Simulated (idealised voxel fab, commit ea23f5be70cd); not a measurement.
Documented hereafter: the process module known as voxel capacitor over wiring.
Cross-sectional view cut (width: 270 nm; square cell size: 5 nm).
A cross-section is written here as square cells arranged in a grid, and it is given in bands from the top down, each band taking up one or more rows of cells.
Band: top height; bottom height; in nm. Then, left to right: material with width in nm, for each material. "edge to edge": a single material spanning edge to edge. "empty": empty space.
The reference from which all heights are counted is 0, the level beneath which the as-received wafer is entirely one material; the lowest band, having no lower bound, proceeds downward and is written after the example "0 -> down".
You'd read "30..40" like this: the band's top row of cells is as wide as the first number, its bottom row is as wide as the second, and going down, every row changes width by the same amount as the row before did.
Where the words "remained the same" appear for a step, the cross-section shows no cell changed by that step; every cell remained as before.
"Enclosed void listing" lists enclosed empty spaces (at least 8 cells, no open path upward to the top), each as width x height at distance from the left edge, in nm.
Where a step's line continues beyond its settings, the continuation is a remark by the simulator itself on that step.
The "overlay nm" setting may appear on a step's line; for a step that uses a mask, it gives how far to the right of its planned position the mask lay, and a negative value indicates the left.
Before/after cross-section pairs, one process step each; after shown to lowest changed band; step and settings beneath. Pairs may be from different runs of this module on the same starting wafer; a pair continues from the one above only where its "Prior to processing" entry says so.
Prior to processing
	0 -> down: Si edge to edge
	Enclosed void listing: none
Step Outcome
	15 -> 0: SiO2 edge to edge
	Below 0, no change.
	Enclosed void listing: none
Which step turns the before cross-section above into the after cross-section? CONFORMAL_DEP, material SiO2, thk nm 15
Prior to processing: equal to the after panel directly above.
Step Outcome
	20 -> 15: SiCN edge to edge
	Below 15, no change.
	Enclosed void listing: none
Which step turns the before cross-section above into the after cross-section? CONFORMAL_DEP, material SiCN, thk nm 5
Prior to processing: equal to the after panel directly above.
Step Outcome
	40 -> 20: SiO2 edge to edge
	Below 20, no change.
	Enclosed void listing: none
Which step turns the before cross-section above into the after cross-section? DIRECTIONAL_DEP, material SiO2, thk nm 20
Prior to processing: equal to the after panel directly above.
Step Outcome
	60 -> 40: 80 nm resist; 30 nm empty; 50 nm resist; 30 nm empty; 80 nm resist
	Below 40, no change.
	Enclosed void listing: none
Which step turns the before cross-section above into the after cross-section? PATTERN, tone open, mask id METAL_1, material resist, width nm 30, pitch nm 80, thk nm 20, overlay nm 0
Prior to processing: equal to the after panel directly above.
Step Outcome
	60 -> 40: 80 nm resist; 30 nm empty; 50 nm resist; 30 nm empty; 80 nm resist
	40 -> 20: 80 nm SiO2; 30 nm empty; 50 nm SiO2; 30 nm empty; 80 nm SiO2
	Below 20, no change.
	Enclosed void listing: none
Which step turns the before cross-section above into the after cross-section? DIRECTIONAL_ETCH, etch materials SiO2, depth nm 20
Prior to processing: equal to the after panel directly above.
Step Outcome
	60 -> 40: 80 nm resist; 30 nm empty; 50 nm resist; 30 nm empty; 80 nm resist
	40 -> 20: 80 nm SiO2; 30 nm empty; 50 nm SiO2; 30 nm empty; 80 nm SiO2
	20 -> 15: 80 nm SiCN; 30 nm empty; 50 nm SiCN; 30 nm empty; 80 nm SiCN
	Below 15, no change.
	Enclosed void listing: none
Which step turns the before cross-section above into the after cross-section? DIRECTIONAL_ETCH, etch materials SiCN, depth nm 5
Prior to processing: equal to the after panel directly above.
Step Outcome
	40 -> 20: 80 nm SiO2; 30 nm empty; 50 nm SiO2; 30 nm empty; 80 nm SiO2
	Below 20, no change.
	Enclosed void listing: none
Which step turns the before cross-section above into the after cross-section? STRIP, etch materials resist
Prior to processing: equal to the after panel directly above.
Step Outcome
	45 -> 40: 85 nm TiN; 20 nm empty; 60 nm TiN; 20 nm empty; 85 nm TiN
	40 -> 20: 80 nm SiO2; 5 nm TiN; 20 nm empty; 5 nm TiN; 50 nm SiO2; 5 nm TiN; 20 nm empty; 5 nm TiN; 80 nm SiO2
	20 -> 15: 80 nm SiCN; 30 nm TiN; 50 nm SiCN; 30 nm TiN; 80 nm SiCN
	Below 15, no change.
	Enclosed void listing: none
Which step turns the before cross-section above into the after cross-section? CONFORMAL_DEP, material TiN, thk nm 5
Prior to processing: equal to the after panel directly above.
Step Outcome
	50 -> 45: Cu edge to edge
	45 -> 40: 85 nm TiN; 20 nm Cu; 60 nm TiN; 20 nm Cu; 85 nm TiN
	40 -> 20: 80 nm SiO2; 5 nm TiN; 20 nm Cu; 5 nm TiN; 50 nm SiO2; 5 nm TiN; 20 nm Cu; 5 nm TiN; 80 nm SiO2
	Below 20, no change.
	Enclosed void listing: none
Which step turns the before cross-section above into the after cross-section? FILL_DEP, material Cu, thk nm 5
Prior to processing: equal to the after panel directly above.
Step Outcome
	40 -> 20: 80 nm SiO2; 5 nm TiN; 20 nm Cu; 5 nm TiN; 50 nm SiO2; 5 nm TiN; 20 nm Cu; 5 nm TiN; 80 nm SiO2
	Below 20, no change.
	Enclosed void listing: none
Which step turns the before cross-section above into the after cross-section? CMP, height nm 40
Prior to processing: equal to the after panel directly above.
Step Outcome
	45 -> 40: 75 nm empty; 40 nm Ru; 40 nm empty; 40 nm Ru; 75 nm empty
	Below 40, no change.
	Enclosed void listing: none
Which step turns the before cross-section above into the after cross-section? EPI, material Ru, thk nm 5
Prior to processing: equal to the after panel directly above.
Step Outcome
	50 -> 45: SiCN edge to edge
	45 -> 40: 75 nm SiCN; 40 nm Ru; 40 nm SiCN; 40 nm Ru; 75 nm SiCN
	Below 40, no change.
	Enclosed void listing: none
Which step turns the before cross-section above into the after cross-section? FILL_DEP, material SiCN, thk nm 5
Prior to processing: equal to the after panel directly above.
Step Outcome
	70 -> 50: lowk edge to edge
	Below 50, no change.
	Enclosed void listing: none
Which step turns the before cross-section above into the after cross-section? DIRECTIONAL_DEP, material lowk, thk nm 20
Prior to processing: equal to the after panel directly above.
Step Outcome
	85 -> 70: 95 nm resist; 15 nm empty; 160 nm resist
	Below 70, no change.
	Enclosed void listing: none
Which step turns the before cross-section above into the after cross-section? PATTERN, tone open, mask id PLUG_1, material resist, width nm 15, thk nm 15, overlay nm 0
Prior to processing: equal to the after panel directly above.
Step Outcome
	85 -> 70: 95 nm resist; 15 nm empty; 160 nm resist
	70 -> 50: 95 nm lowk; 15 nm empty; 160 nm lowk
	Below 50, no change.
	Enclosed void listing: none
Which step turns the before cross-section above into the after cross-section? DIRECTIONAL_ETCH, etch materials lowk, depth nm 20
Prior to processing: equal to the after panel directly above.
Step Outcome
	85 -> 70: 95 nm resist; 15 nm empty; 160 nm resist
	70 -> 50: 95 nm lowk; 15 nm empty; 160 nm lowk
	50 -> 45: 95 nm SiCN; 15 nm empty; 160 nm SiCN
	Below 45, no change.
	Enclosed void listing: none
Which step turns the before cross-section above into the after cross-section? DIRECTIONAL_ETCH, etch materials SiCN, depth nm 5
Prior to processing: equal to the after panel directly above.
Step Outcome
	70 -> 50: 95 nm lowk; 15 nm empty; 160 nm lowk
	Below 50, no change.
	Enclosed void listing: none
Which step turns the before cross-section above into the after cross-section? STRIP, etch materials resist
Prior to processing: equal to the after panel directly above.
Step Outcome
	70 -> 55: 95 nm lowk; 15 nm empty; 160 nm lowk
	55 -> 50: 95 nm lowk; 15 nm Ru; 160 nm lowk
	50 -> 45: 95 nm SiCN; 15 nm Ru; 160 nm SiCN
	Below 45, no change.
	Enclosed void listing: none
Which step turns the before cross-section above into the after cross-section? EPI, material Ru, thk nm 10
Prior to processing: equal to the after panel directly above.
Step Outcome
	70 -> 65: 95 nm lowk; 15 nm empty; 160 nm lowk
	65 -> 50: 95 nm lowk; 15 nm Ru; 160 nm lowk
	Below 50, no change.
	Enclosed void listing: none
Which step turns the before cross-section above into the after cross-section? EPI, material Ru, thk nm 10
Prior to processing: equal to the after panel directly above.
Step Outcome
	70 -> 50: 95 nm lowk; 15 nm Ru; 160 nm lowk
	Below 50, no change.
	Enclosed void listing: none
Which step turns the before cross-section above into the after cross-section? EPI, material Ru, thk nm 5
Prior to processing: equal to the after panel directly above.
Step Outcome
	75 -> 70: TiN edge to edge
	Below 70, no change.
	Enclosed void listing: none
Which step turns the before cross-section above into the after cross-section? DIRECTIONAL_DEP, material TiN, thk nm 5
Prior to processing: equal to the after panel directly above.
Step Outcome
	80 -> 75: Al2O3 edge to edge
	Below 75, no change.
	Enclosed void listing: none
Which step turns the before cross-section above into the after cross-section? DIRECTIONAL_DEP, material Al2O3, thk nm 5
Prior to processing: equal to the after panel directly above.
Step Outcome
	90 -> 80: TiN edge to edge
	Below 80, no change.
	Enclosed void listing: none
Which step turns the before cross-section above into the after cross-section? DIRECTIONAL_DEP, material TiN, thk nm 10
Prior to processing: equal to the after panel directly above.
Step Outcome
	105 -> 90: aC edge to edge
	Below 90, no change.
	Enclosed void listing: none
Which step turns the before cross-section above into the after cross-section? DIRECTIONAL_DEP, material aC, thk nm 15
Prior to processing: equal to the after panel directly above.
Step Outcome
	140 -> 105: 95 nm empty; 55 nm resist; 120 nm empty
	Below 105, no change.
	Enclosed void listing: none
Which step turns the before cross-section above into the after cross-section? PATTERN, tone cover, mask id UPPER_PLATE, material resist, width nm 55, thk nm 35, overlay nm 0
Prior to processing: equal to the after panel directly above.
Step Outcome
	125 -> 105: 95 nm empty; 55 nm resist; 120 nm empty
	105 -> 90: 95 nm empty; 55 nm aC; 120 nm empty
	Below 90, no change.
	Enclosed void listing: none
Which step turns the before cross-section above into the after cross-section? DIRECTIONAL_ETCH, etch materials aC, depth nm 15
Prior to processing: equal to the after panel directly above.
Step Outcome
	105 -> 90: 95 nm empty; 55 nm aC; 120 nm empty
	Below 90, no change.
	Enclosed void listing: none
Which step turns the before cross-section above into the after cross-section? STRIP, etch materials resist
Prior to processing: equal to the after panel directly above.
Step Outcome
	105 -> 90: 95 nm empty; 55 nm aC; 120 nm empty
	90 -> 80: 95 nm empty; 55 nm TiN; 120 nm empty
	Below 80, no change.
	Enclosed void listing: none
Which step turns the before cross-section above into the after cross-section? DIRECTIONAL_ETCH, etch materials TiN, depth nm 10
Prior to processing: equal to the after panel directly above.
Step Outcome
	105 -> 90: 95 nm empty; 55 nm aC; 120 nm empty
	90 -> 80: 95 nm empty; 55 nm TiN; 120 nm empty
	80 -> 75: 95 nm empty; 55 nm Al2O3; 120 nm empty
	Below 75, no change.
	Enclosed void listing: none
Which step turns the before cross-section above into the after cross-section? DIRECTIONAL_ETCH, etch materials Al2O3, depth nm 5
Prior to processing: equal to the after panel directly above.
Step Outcome
	90 -> 80: 95 nm empty; 55 nm TiN; 120 nm empty
	Below 80, no change.
	Enclosed void listing: none
Which step turns the before cross-section above into the after cross-section? STRIP, etch materials aC
Prior to processing: equal to the after panel directly above.
Step Outcome
	90 -> 80: 95 nm empty; 55 nm TiN; 120 nm empty
	80 -> 75: 95 nm empty; 55 nm Al2O3; 120 nm empty
	75 -> 70: 90 nm empty; 65 nm TiN; 115 nm empty
	Below 70, no change.
	Enclosed void listing: none
Which step turns the before cross-section above into the after cross-section? MASKED_ETCH, tone cover, mask id LOWER_PLATE, width nm 65, etch materials TiN, depth nm 5, overlay nm 0
Prior to processing: equal to the after panel directly above.
Step Outcome
	110 -> 90: SiO2 edge to edge
	90 -> 80: 95 nm SiO2; 55 nm TiN; 120 nm SiO2
	80 -> 75: 95 nm SiO2; 55 nm Al2O3; 120 nm SiO2
	75 -> 70: 90 nm SiO2; 65 nm TiN; 115 nm SiO2
	Below 70, no change.
	Enclosed void listing: none
Which step turns the before cross-section above into the after cross-section? FILL_DEP, material SiO2, thk nm 20
Prior to processing: equal to the after panel directly above.
Step Outcome
	105 -> 90: SiO2 edge to edge
	Below 90, no change.
	Enclosed void listing: none
Which step turns the before cross-section above into the after cross-section? CMP, height nm 105
Prior to processing: equal to the after panel directly above.
Step Outcome
	120 -> 105: 105 nm resist; 15 nm empty; 150 nm resist
	Below 105, no change.
	Enclosed void listing: none
Which step turns the before cross-section above into the after cross-section? PATTERN, tone open, mask id PLUG_2, material resist, width nm 15, thk nm 15, overlay nm 0
Prior to processing: equal to the after panel directly above.
Step Outcome
	120 -> 105: 105 nm resist; 15 nm empty; 150 nm resist
	105 -> 90: 105 nm SiO2; 15 nm empty; 150 nm SiO2
	Below 90, no change.
	Enclosed void listing: none
Which step turns the before cross-section above into the after cross-section? DIRECTIONAL_ETCH, etch materials SiO2, depth nm 15
Prior to processing: equal to the after panel directly above.
Step Outcome
	105 -> 90: 105 nm SiO2; 15 nm empty; 150 nm SiO2
	Below 90, no change.
	Enclosed void listing: none
Which step turns the before cross-section above into the after cross-section? STRIP, etch materials resist
Prior to processing: equal to the after panel directly above.
Step Outcome
	110 -> 105: 110 nm TiN; 5 nm empty; 155 nm TiN
	105 -> 95: 105 nm SiO2; 5 nm TiN; 5 nm empty; 5 nm TiN; 150 nm SiO2
	95 -> 90: 105 nm SiO2; 15 nm TiN; 150 nm SiO2
	Below 90, no change.
	Enclosed void listing: none
Which step turns the before cross-section above into the after cross-section? CONFORMAL_DEP, material TiN, thk nm 5
Prior to processing: equal to the after panel directly above.
Step Outcome
	120 -> 110: W edge to edge
	110 -> 105: 110 nm TiN; 5 nm W; 155 nm TiN
	105 -> 95: 105 nm SiO2; 5 nm TiN; 5 nm W; 5 nm TiN; 150 nm SiO2
	Below 95, no change.
	Enclosed void listing: none
Which step turns the before cross-section above into the after cross-section? FILL_DEP, material W, thk nm 10
Prior to processing: equal to the after panel directly above.
Step Outcome
	105 -> 95: 105 nm SiO2; 5 nm TiN; 5 nm W; 5 nm TiN; 150 nm SiO2
	Below 95, no change.
	Enclosed void listing: none
Which step turns the before cross-section above into the after cross-section? CMP, height nm 105
Prior to processing: equal to the after panel directly above.
Step Outcome
	110 -> 105: SiN edge to edge
	Below 105, no change.
	Enclosed void listing: none
Which step turns the before cross-section above into the after cross-section? CONFORMAL_DEP, material SiN, thk nm 5
Prior to processing
	75 -> 70: TiN edge to edge
	70 -> 50: 95 nm lowk; 15 nm Ru; 160 nm lowk
	50 -> 45: 95 nm SiCN; 15 nm Ru; 160 nm SiCN
	45 -> 40: 75 nm SiCN; 40 nm Ru; 40 nm SiCN; 40 nm Ru; 75 nm SiCN
	40 -> 20: 80 nm SiO2; 5 nm TiN; 20 nm Cu; 5 nm TiN; 50 nm SiO2; 5 nm TiN; 20 nm Cu; 5 nm TiN; 80 nm SiO2
	20 -> 15: 80 nm SiCN; 30 nm TiN; 50 nm SiCN; 30 nm TiN; 80 nm SiCN
	15 -> 0: SiO2 edge to edge
	0 -> down: Si edge to edge
	Enclosed void listing: none
Step Outcome
	85 -> 70: TiN edge to edge
	Below 70, no change.
	Enclosed void listing: none
Which step turns the before cross-section above into the after cross-section? DIRECTIONAL_DEP, material TiN, thk nm 10
Prior to processing: equal to the after panel directly above.
Step Outcome
	100 -> 85: aC edge to edge
	Below 85, no change.
	Enclosed void listing: none
Which step turns the before cross-section above into the after cross-section? DIRECTIONAL_DEP, material aC, thk nm 15
Prior to processing: equal to the after panel directly above.
Step Outcome
	135 -> 100: 95 nm empty; 55 nm resist; 120 nm empty
	Below 100, no change.
	Enclosed void listing: none
Which step turns the before cross-section above into the after cross-section? PATTERN, tone cover, mask id UPPER_PLATE, material resist, width nm 55, thk nm 35, overlay nm 0
Prior to processing: equal to the after panel directly above.
Step Outcome
	120 -> 100: 95 nm empty; 55 nm resist; 120 nm empty
	100 -> 85: 95 nm empty; 55 nm aC; 120 nm empty
	Below 85, no change.
	Enclosed void listing: none
Which step turns the before cross-section above into the after cross-section? DIRECTIONAL_ETCH, etch materials aC, depth nm 15
Prior to processing: equal to the after panel directly above.
Step Outcome
	100 -> 85: 95 nm empty; 55 nm aC; 120 nm empty
	Below 85, no change.
	Enclosed void listing: none
Which step turns the before cross-section above into the after cross-section? STRIP, etch materials resist
Prior to processing: equal to the after panel directly above.
Step Outcome
	100 -> 85: 95 nm empty; 55 nm aC; 120 nm empty
	85 -> 75: 95 nm empty; 55 nm TiN; 120 nm empty
	Below 75, no change.
	Enclosed void listing: none
Which step turns the before cross-section above into the after cross-section? DIRECTIONAL_ETCH, etch materials TiN, depth nm 10
Prior to processing: equal to the after panel directly above.
Step Outcome
	85 -> 75: 95 nm empty; 55 nm TiN; 120 nm empty
	Below 75, no change.
	Enclosed void listing: none
Which step turns the before cross-section above into the after cross-section? STRIP, etch materials aC
Prior to processing: equal to the after panel directly above.
Step Outcome
	85 -> 75: 95 nm empty; 55 nm TiN; 120 nm empty
	75 -> 70: 90 nm empty; 65 nm TiN; 115 nm empty
	Below 70, no change.
	Enclosed void listing: none
Which step turns the before cross-section above into the after cross-section? MASKED_ETCH, tone cover, mask id LOWER_PLATE, width nm 65, etch materials TiN, depth nm 5, overlay nm 0
Prior to processing: equal to the after panel directly above.
Step Outcome
	105 -> 85: SiO2 edge to edge
	85 -> 75: 95 nm SiO2; 55 nm TiN; 120 nm SiO2
	75 -> 70: 90 nm SiO2; 65 nm TiN; 115 nm SiO2
	Below 70, no change.
	Enclosed void listing: none
Which step turns the before cross-section above into the after cross-section? FILL_DEP, material SiO2, thk nm 20
Prior to processing: equal to the after panel directly above.
Step Outcome
	120 -> 105: 105 nm resist; 15 nm empty; 150 nm resist
	Below 105, no change.
	Enclosed void listing: none
Which step turns the before cross-section above into the after cross-section? PATTERN, tone open, mask id PLUG_2, material resist, width nm 15, thk nm 15, overlay nm 0
Prior to processing: equal to the after panel directly above.
Step Outcome
	120 -> 105: 105 nm resist; 15 nm empty; 150 nm resist
	105 -> 90: 105 nm SiO2; 15 nm empty; 150 nm SiO2
	Below 90, no change.
	Enclosed void listing: none
Which step turns the before cross-section above into the after cross-section? DIRECTIONAL_ETCH, etch materials SiO2, depth nm 15
Prior to processing: equal to the after panel directly above.
Step Outcome
	105 -> 90: 105 nm SiO2; 15 nm empty; 150 nm SiO2
	Below 90, no change.
	Enclosed void listing: none
Which step turns the before cross-section above into the after cross-section? STRIP, etch materials resist
Prior to processing: equal to the after panel directly above.
Step Outcome
	110 -> 105: 110 nm TiN; 5 nm empty; 155 nm TiN
	105 -> 95: 105 nm SiO2; 5 nm TiN; 5 nm empty; 5 nm TiN; 150 nm SiO2
	95 -> 90: 105 nm SiO2; 15 nm TiN; 150 nm SiO2
	Below 90, no change.
	Enclosed void listing: none
Which step turns the before cross-section above into the after cross-section? CONFORMAL_DEP, material TiN, thk nm 5
Prior to processing: equal to the after panel directly above.
Step Outcome
	120 -> 110: W edge to edge
	110 -> 105: 110 nm TiN; 5 nm W; 155 nm TiN
	105 -> 95: 105 nm SiO2; 5 nm TiN; 5 nm W; 5 nm TiN; 150 nm SiO2
	Below 95, no change.
	Enclosed void listing: none
Which step turns the before cross-section above into the after cross-section? FILL_DEP, material W, thk nm 10
Prior to processing: equal to the after panel directly above.
Step Outcome
	105 -> 95: 105 nm SiO2; 5 nm TiN; 5 nm W; 5 nm TiN; 150 nm SiO2
	Below 95, no change.
	Enclosed void listing: none
Which step turns the before cross-section above into the after cross-section? CMP, height nm 105
Prior to processing: equal to the after panel directly above.
Step Outcome
	110 -> 105: SiN edge to edge
	Below 105, no change.
	Enclosed void listing: none
Which step turns the before cross-section above into the after cross-section? CONFORMAL_DEP, material SiN, thk nm 5
Prior to processing
	70 -> 50: lowk edge to edge
	50 -> 45: SiCN edge to edge
	45 -> 40: 75 nm SiCN; 40 nm Ru; 40 nm SiCN; 40 nm Ru; 75 nm SiCN
	40 -> 20: 80 nm SiO2; 5 nm TiN; 20 nm Cu; 5 nm TiN; 50 nm SiO2; 5 nm TiN; 20 nm Cu; 5 nm TiN; 80 nm SiO2
	20 -> 15: 80 nm SiCN; 30 nm TiN; 50 nm SiCN; 30 nm TiN; 80 nm SiCN
	15 -> 0: SiO2 edge to edge
	0 -> down: Si edge to edge
	Enclosed void listing: none
Step Outcome
	90 -> 50: lowk edge to edge
	Below 50, no change.
	Enclosed void listing: none
Which step turns the before cross-section above into the after cross-section? DIRECTIONAL_DEP, material lowk, thk nm 20
Prior to processing: equal to the after panel directly above.
Step Outcome
	105 -> 90: 95 nm resist; 15 nm empty; 160 nm resist
	Below 90, no change.
	Enclosed void listing: none
Which step turns the before cross-section above into the after cross-section? PATTERN, tone open, mask id PLUG_1, material resist, width nm 15, thk nm 15, overlay nm 0
Prior to processing: equal to the after panel directly above.
Step Outcome
	105 -> 90: 95 nm resist; 15 nm empty; 160 nm resist
	90 -> 70: 95 nm lowk; 15 nm empty; 160 nm lowk
	Below 70, no change.
	Enclosed void listing: none
Which step turns the before cross-section above into the after cross-section? DIRECTIONAL_ETCH, etch materials lowk, depth nm 20
Prior to processing: equal to the after panel directly above.
Step Outcome
	90 -> 70: 95 nm lowk; 15 nm empty; 160 nm lowk
	Below 70, no change.
	Enclosed void listing: none
Which step turns the before cross-section above into the after cross-section? STRIP, etch materials resist
Prior to processing: equal to the after panel directly above.
Step Outcome
	95 -> 90: 95 nm TiN; 15 nm empty; 160 nm TiN
	90 -> 75: 95 nm lowk; 15 nm empty; 160 nm lowk
	75 -> 70: 95 nm lowk; 15 nm TiN; 160 nm lowk
	Below 70, no change.
	Enclosed void listing: none
Which step turns the before cross-section above into the after cross-section? DIRECTIONAL_DEP, material TiN, thk nm 5
Prior to processing: equal to the after panel directly above.
Step Outcome
	100 -> 95: 95 nm Al2O3; 15 nm empty; 160 nm Al2O3
	95 -> 90: 95 nm TiN; 15 nm empty; 160 nm TiN
	90 -> 80: 95 nm lowk; 15 nm empty; 160 nm lowk
	80 -> 75: 95 nm lowk; 15 nm Al2O3; 160 nm lowk
	Below 75, no change.
	Enclosed void listing: none
Which step turns the before cross-section above into the after cross-section? DIRECTIONAL_DEP, material Al2O3, thk nm 5
Prior to processing: equal to the after panel directly above.
Step Outcome
	110 -> 100: 95 nm TiN; 15 nm empty; 160 nm TiN
	100 -> 95: 95 nm Al2O3; 15 nm empty; 160 nm Al2O3
	95 -> 90: 95 nm TiN; 15 nm empty; 160 nm TiN
	90 -> 80: 95 nm lowk; 15 nm TiN; 160 nm lowk
	Below 80, no change.
	Enclosed void listing: none
Which step turns the before cross-section above into the after cross-section? DIRECTIONAL_DEP, material TiN, thk nm 10
Prior to processing: equal to the after panel directly above.
Step Outcome
	125 -> 110: 95 nm aC; 15 nm empty; 160 nm aC
	110 -> 105: 95 nm TiN; 15 nm empty; 160 nm TiN
	105 -> 100: 95 nm TiN; 15 nm aC; 160 nm TiN
	100 -> 95: 95 nm Al2O3; 15 nm aC; 160 nm Al2O3
	95 -> 90: 95 nm TiN; 15 nm aC; 160 nm TiN
	Below 90, no change.
	Enclosed void listing: none
Which step turns the before cross-section above into the after cross-section? DIRECTIONAL_DEP, material aC, thk nm 15
Prior to processing: equal to the after panel directly above.
Step Outcome
	160 -> 125: 95 nm empty; 55 nm resist; 120 nm empty
	125 -> 110: 95 nm aC; 15 nm resist; 160 nm aC
	110 -> 105: 95 nm TiN; 15 nm resist; 160 nm TiN
	Below 105, no change.
	Enclosed void listing: none
Which step turns the before cross-section above into the after cross-section? PATTERN, tone cover, mask id UPPER_PLATE, material resist, width nm 55, thk nm 35, overlay nm 0
Prior to processing: equal to the after panel directly above.
Step Outcome
	145 -> 125: 95 nm empty; 55 nm resist; 120 nm empty
	125 -> 110: 95 nm empty; 15 nm resist; 40 nm aC; 120 nm empty
	Below 110, no change.
	Enclosed void listing: none
Which step turns the before cross-section above into the after cross-section? DIRECTIONAL_ETCH, etch materials aC, depth nm 15
Prior to processing: equal to the after panel directly above.
Step Outcome
	125 -> 110: 110 nm empty; 40 nm aC; 120 nm empty
	110 -> 105: 95 nm TiN; 15 nm empty; 160 nm TiN
	Below 105, no change.
	Enclosed void listing: none
Which step turns the before cross-section above into the after cross-section? STRIP, etch materials resist
Prior to processing: equal to the after panel directly above.
Step Outcome
	125 -> 110: 110 nm empty; 40 nm aC; 120 nm empty
	110 -> 105: 110 nm empty; 40 nm TiN; 120 nm empty
	105 -> 100: 95 nm empty; 15 nm aC; 40 nm TiN; 120 nm empty
	Below 100, no change.
	Enclosed void listing: none
Which step turns the before cross-section above into the after cross-section? DIRECTIONAL_ETCH, etch materials TiN, depth nm 10
Prior to processing: equal to the after panel directly above.
Step Outcome
	125 -> 110: 110 nm empty; 40 nm aC; 120 nm empty
	110 -> 105: 110 nm empty; 40 nm TiN; 120 nm empty
	105 -> 100: 95 nm empty; 15 nm aC; 40 nm TiN; 120 nm empty
	100 -> 95: 95 nm empty; 15 nm aC; 40 nm Al2O3; 120 nm empty
	Below 95, no change.
	Enclosed void listing: none
Which step turns the before cross-section above into the after cross-section? DIRECTIONAL_ETCH, etch materials Al2O3, depth nm 5
Prior to processing: equal to the after panel directly above.
Step Outcome
	110 -> 100: 110 nm empty; 40 nm TiN; 120 nm empty
	100 -> 95: 110 nm empty; 40 nm Al2O3; 120 nm empty
	95 -> 90: 95 nm TiN; 15 nm empty; 160 nm TiN
	Below 90, no change.
	Enclosed void listing: none
Which step turns the before cross-section above into the after cross-section? STRIP, etch materials aC
Prior to processing: equal to the after panel directly above.
Step Outcome
	110 -> 100: 110 nm empty; 40 nm TiN; 120 nm empty
	100 -> 95: 110 nm empty; 40 nm Al2O3; 120 nm empty
	95 -> 90: 90 nm empty; 5 nm TiN; 15 nm empty; 45 nm TiN; 115 nm empty
	Below 90, no change.
	Enclosed void listing: none
Which step turns the before cross-section above into the after cross-section? MASKED_ETCH, tone cover, mask id LOWER_PLATE, width nm 65, etch materials TiN, depth nm 5, overlay nm 0
Prior to processing: equal to the after panel directly above.
Step Outcome
	130 -> 110: SiO2 edge to edge
	110 -> 100: 110 nm SiO2; 40 nm TiN; 120 nm SiO2
	100 -> 95: 110 nm SiO2; 40 nm Al2O3; 120 nm SiO2
	95 -> 90: 90 nm SiO2; 5 nm TiN; 15 nm SiO2; 45 nm TiN; 115 nm SiO2
	Below 90, no change.
	Enclosed void listing: none
Which step turns the before cross-section above into the after cross-section? FILL_DEP, material SiO2, thk nm 20
Prior to processing: equal to the after panel directly above.
Step Outcome
	105 -> 100: 110 nm SiO2; 40 nm TiN; 120 nm SiO2
	Below 100, no change.
	Enclosed void listing: none
Which step turns the before cross-section above into the after cross-section? CMP, height nm 105
Prior to processing: equal to the after panel directly above.
Step Outcome
	120 -> 105: 105 nm resist; 15 nm empty; 150 nm resist
	Below 105, no change.
	Enclosed void listing: none
Which step turns the before cross-section above into the after cross-section? PATTERN, tone open, mask id PLUG_2, material resist, width nm 15, thk nm 15, overlay nm 0
Prior to processing: equal to the after panel directly above.
Step Outcome
	120 -> 105: 105 nm resist; 15 nm empty; 150 nm resist
	105 -> 100: 105 nm SiO2; 5 nm empty; 40 nm TiN; 120 nm SiO2
	100 -> 95: 105 nm SiO2; 5 nm empty; 40 nm Al2O3; 120 nm SiO2
	95 -> 90: 90 nm SiO2; 5 nm TiN; 10 nm SiO2; 5 nm empty; 45 nm TiN; 115 nm SiO2
	Below 90, no change.
	Enclosed void listing: none
Which step turns the before cross-section above into the after cross-section? DIRECTIONAL_ETCH, etch materials SiO2, depth nm 15
Prior to processing: equal to the after panel directly above.
Step Outcome
	105 -> 100: 105 nm SiO2; 5 nm empty; 40 nm TiN; 120 nm SiO2
	Below 100, no change.
	Enclosed void listing: none
Which step turns the before cross-section above into the after cross-section? STRIP, etch materials resist
Prior to processing: equal to the after panel directly above.
Step Outcome
	110 -> 105: TiN edge to edge
	105 -> 100: 105 nm SiO2; 45 nm TiN; 120 nm SiO2
	100 -> 95: 105 nm SiO2; 5 nm TiN; 40 nm Al2O3; 120 nm SiO2
	95 -> 90: 90 nm SiO2; 5 nm TiN; 10 nm SiO2; 50 nm TiN; 115 nm SiO2
	Below 90, no change.
	Enclosed void listing: none
Which step turns the before cross-section above into the after cross-section? CONFORMAL_DEP, material TiN, thk nm 5
Prior to processing: equal to the after panel directly above.
Step Outcome
	120 -> 110: W edge to edge
	Below 110, no change.
	Enclosed void listing: none
Which step turns the before cross-section above into the after cross-section? FILL_DEP, material W, thk nm 10
Prior to processing: equal to the after panel directly above.
Step Outcome
	105 -> 100: 105 nm SiO2; 45 nm TiN; 120 nm SiO2
	Below 100, no change.
	Enclosed void listing: none
Which step turns the before cross-section above into the after cross-section? CMP, height nm 105
Prior to processing: equal to the after panel directly above.
Step Outcome
	110 -> 105: SiN edge to edge
	Below 105, no change.
	Enclosed void listing: none
Which step turns the before cross-section above into the after cross-section? CONFORMAL_DEP, material SiN, thk nm 5
Prior to processing
	70 -> 50: 95 nm lowk; 15 nm Ru; 160 nm lowk
	50 -> 45: 95 nm SiCN; 15 nm Ru; 160 nm SiCN
	45 -> 40: 75 nm SiCN; 40 nm Ru; 40 nm SiCN; 40 nm Ru; 75 nm SiCN
	40 -> 20: 80 nm SiO2; 5 nm TiN; 20 nm Cu; 5 nm TiN; 50 nm SiO2; 5 nm TiN; 20 nm Cu; 5 nm TiN; 80 nm SiO2
	20 -> 15: 80 nm SiCN; 30 nm TiN; 50 nm SiCN; 30 nm TiN; 80 nm SiCN
	15 -> 0: SiO2 edge to edge
	0 -> down: Si edge to edge
	Enclosed void listing: none
Step Outcome
	75 -> 70: Al2O3 edge to edge
	Below 70, no change.
	Enclosed void listing: none
Which step turns the before cross-section above into the after cross-section? DIRECTIONAL_DEP, material Al2O3, thk nm 5
Prior to processing: equal to the after panel directly above.
Step Outcome
	80 -> 75: TiN edge to edge
	Below 75, no change.
	Enclosed void listing: none
Which step turns the before cross-section above into the after cross-section? DIRECTIONAL_DEP, material TiN, thk nm 5
Prior to processing: equal to the after panel directly above.
Step Outcome
	90 -> 75: TiN edge to edge
	Below 75, no change.
	Enclosed void listing: none
Which step turns the before cross-section above into the after cross-section? DIRECTIONAL_DEP, material TiN, thk nm 10
Prior to processing: equal to the after panel directly above.
Step Outcome
	105 -> 90: aC edge to edge
	Below 90, no change.
	Enclosed void listing: none
Which step turns the before cross-section above into the after cross-section? DIRECTIONAL_DEP, material aC, thk nm 15
Prior to processing: equal to the after panel directly above.
Step Outcome
	140 -> 105: 95 nm empty; 55 nm resist; 120 nm empty
	Below 105, no change.
	Enclosed void listing: none
Which step turns the before cross-section above into the after cross-section? PATTERN, tone cover, mask id UPPER_PLATE, material resist, width nm 55, thk nm 35, overlay nm 0
Prior to processing: equal to the after panel directly above.
Step Outcome
	125 -> 105: 95 nm empty; 55 nm resist; 120 nm empty
	105 -> 90: 95 nm empty; 55 nm aC; 120 nm empty
	Below 90, no change.
	Enclosed void listing: none
Which step turns the before cross-section above into the after cross-section? DIRECTIONAL_ETCH, etch materials aC, depth nm 15
